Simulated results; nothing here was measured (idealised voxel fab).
Process module name: voxel released beams
cross-section cut | 220 nm wide | cells 5 nm
Cross-section, as written here: a square-cell grid given band by band from the top down, where a band holds one or more rows of cells.
Heights first: top, then bottom, in nm. Then materials, left to right, each with a width in nm. "full width" on a single material: fills the band edge to edge. "air": empty space.
For the purposes of this specification, 0 denotes the height below which the wafer in its as-received condition is composed wholly of one material, and the lowermost band, lacking a lower limit, extends downward without end, as expressed in "0 -> down".
So if you see something like "30..40" for the width, read it as the top row of the band sitting at the first number and the bottom row at the second, with every row in between moving by the same amount as the last.
Given "no alteration" for a step, no cell of the cross-section differs between before and after that step.
The list in "Entrapped void list" covers empty spaces of 8 cells or more that cannot reach the top through any open way, and it gives each as width x height at distance; the distance is from the left edge, and width, height and distance are in nm.
The remark found on a step's line after its settings is issued by the simulator itself and pertains to that step.
You can add "overlay nm" to a step's line. For a step with a mask, it describes how far the mask lay to the right of its planned position, and a negative number describes a lay to the left.
[Here's what the planned process steps look like]
1,RECEIVE (material Si)
2,CONFORMAL_DEP (material Al2O3; thk nm 10)
3,DIRECTIONAL_DEP (material SiO2; thk nm 10)
4,DIRECTIONAL_DEP (material aC; thk nm 15)
5,PATTERN (tone open; mask id ANCHOR; material resist; width nm 35; thk nm 30; overlay nm 0)
6,DIRECTIONAL_ETCH (etch materials aC; depth nm 15)
7,STRIP (etch materials resist)
8,DIRECTIONAL_ETCH (etch materials SiO2; depth nm 10)
9,STRIP (etch materials aC)
10,CONFORMAL_DEP (material W; thk nm 10)
11,MASKED_ETCH (tone cover; mask id BEAM; width nm 110; etch materials W; depth nm 10; overlay nm 0)
12,STRIP (etch materials SiO2)
[The first wafer of two, processed as planned]
[Shown in cross-section is the wafer as received, that is, as it stands after step 1]
	0 -> down = Si full width
	Entrapped void list: none
[Step 2 complete: cross-section through the wafer]
	10 -> 0 = Al2O3 full width
	Rest of section, below 0: as before.
[Step 3 complete: cross-section through the wafer]
	20 -> 10 = SiO2 full width
	Rest of section, below 10: as before.
[Step 4 complete: cross-section through the wafer]
	35 -> 20 = aC full width
	Rest of section, below 20: as before.
[Step 5 complete: cross-section through the wafer]
	65 -> 35 = resist=55; air=35; resist=130
	Rest of section, below 35: as before.
[Step 6 complete: cross-section through the wafer]
	50 -> 35 = resist=55; air=35; resist=130
	35 -> 20 = aC=55; air=35; aC=130
	Rest of section, below 20: as before.
[Step 7 complete: cross-section through the wafer]
	35 -> 20 = aC=55; air=35; aC=130
	Rest of section, below 20: as before.
[Step 8 complete: cross-section through the wafer]
	35 -> 20 = aC=55; air=35; aC=130
	20 -> 10 = SiO2=55; air=35; SiO2=130
	Rest of section, below 10: as before.
[Step 9 complete: cross-section through the wafer]
	20 -> 10 = SiO2=55; air=35; SiO2=130
	Rest of section, below 10: as before.
[Step 10 complete: cross-section through the wafer]
	30 -> 20 = W=65; air=15; W=140
	20 -> 10 = SiO2=55; W=35; SiO2=130
	Rest of section, below 10: as before.
[Step 11 complete: cross-section through the wafer]
	30 -> 20 = air=50; W=15; air=15; W=80; air=60
	Rest of section, below 20: as before.
[Step 12 complete: cross-section through the wafer]
	30 -> 20 = air=50; W=15; air=15; W=80; air=60
	20 -> 10 = air=55; W=35; air=130
	Rest of section, below 10: as before.
[The remaining wafer, second of the two, started like the first and was run to the same plan, except that one mistake was made along the way; the two coincide through step 1, inclusive]
Cross-section: second wafer, time at which step 2 was scheduled to end: no alteration
[Cross-section: second wafer, time at which step 3 was scheduled to end]
	10 -> 0 = SiO2 full width
	Rest of section, below 0: as before.
[Cross-section: second wafer, time at which step 4 was scheduled to end]
	25 -> 10 = aC full width
	Rest of section, below 10: as before.
[Cross-section: second wafer, time at which step 5 was scheduled to end]
	55 -> 25 = resist=55; air=35; resist=130
	Rest of section, below 25: as before.
[Cross-section: second wafer, time at which step 6 was scheduled to end]
	40 -> 25 = resist=55; air=35; resist=130
	25 -> 10 = aC=55; air=35; aC=130
	Rest of section, below 10: as before.
[Cross-section: second wafer, time at which step 7 was scheduled to end]
	25 -> 10 = aC=55; air=35; aC=130
	Rest of section, below 10: as before.
[Cross-section: second wafer, time at which step 8 was scheduled to end]
	25 -> 10 = aC=55; air=35; aC=130
	10 -> 0 = SiO2=55; air=35; SiO2=130
	Rest of section, below 0: as before.
[Cross-section: second wafer, time at which step 9 was scheduled to end]
	10 -> 0 = SiO2=55; air=35; SiO2=130
	Rest of section, below 0: as before.
[Cross-section: second wafer, time at which step 10 was scheduled to end]
	20 -> 10 = W=65; air=15; W=140
	10 -> 0 = SiO2=55; W=35; SiO2=130
	Rest of section, below 0: as before.
[Cross-section: second wafer, time at which step 11 was scheduled to end]
	20 -> 10 = air=50; W=15; air=15; W=80; air=60
	Rest of section, below 10: as before.
[Cross-section: second wafer, time at which step 12 was scheduled to end]
	20 -> 10 = air=50; W=15; air=15; W=80; air=60
	10 -> 0 = air=55; W=35; air=130
	Rest of section, below 0: as before.
Here's what went sideways: plan step 2 never ran because it was skipped
Final comparison by cell count, materials where the second wafer has more or fewer than the first: Al2O3 -88
